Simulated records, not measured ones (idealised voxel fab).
The document below concerns the process module designated voxel local oxidation.
We display cut, a cross-section 295 nm in width whose square cells are each 5 nm.
Format of a cross-section: grid, square cells. Given as bands. Order: top down. Band: one or more rows of cells. The entry gives the band's vertical extent as a top height and a bottom height in nm, then its horizontal make-up as materials from left to right, each with a width in nm. "empty" stands for empty space; a single material marked "throughout" fills the band edge to edge. Heights are expressed relative to 0, this being the level below which the as-received wafer comprises one material exclusively. The lowest band is unbounded in the downward direction and is denoted as in "from 0 down". Graded width ("30..40"): value in top row of band = first number; value in bottom row = second number; row-to-row change constant. Reading "nothing was modified" for a step: not a cell of the cross-section changed in it. Closed empty spaces (no open way to the top) of 8 cells or more are what "Closed cavities" lists, each as width x height at distance from the left edge, nm for all three. On each step's line, the part that comes after the settings is the simulator's own comment on the step. The optional step-line setting "overlay nm" applies to steps with a mask and quantifies how far to the right of its planned location the mask lay, a negative value indicating leftward placement.
PROCESS STEPS (PLANNED)
step 1: RECEIVE,material Si
step 2: CONFORMAL_DEP,material SiO2,thk nm 5
step 3: CONFORMAL_DEP,material SiN,thk nm 15
step 4: MASKED_ETCH,tone cover,mask id ACTIVE,width nm 100,etch materials SiN,depth nm 15,overlay nm 0
step 5: SELECTIVE_ETCH,etch materials SiO2,depth nm 5
step 6: OXIDIZE,depth nm 10
step 7: STRIP,etch materials SiN
CROSS-SECTION OF THE WAFER AT RECEIPT, WHICH IS THE CONDITION AFTER STEP 1
    from 0 down: Si throughout
    Closed cavities: none
FINAL CROSS-SECTION, MODULE RUN WITH ONE MISTAKE (START AND PLAN AS ABOVE)
    from 5 to 0: empty 105 nm / SiO2 85 nm / empty 105 nm
    from 0 to -10: SiO2 115 nm / Si 65 nm / SiO2 115 nm
    from -10 down: Si throughout
    Closed cavities: none
Short version of what went wrong: step 4: run off-plan, actual operation and settings MASKED_ETCH,tone cover,mask id ACTIVE,width nm 95,etch materials SiN,depth nm 15,overlay nm 0
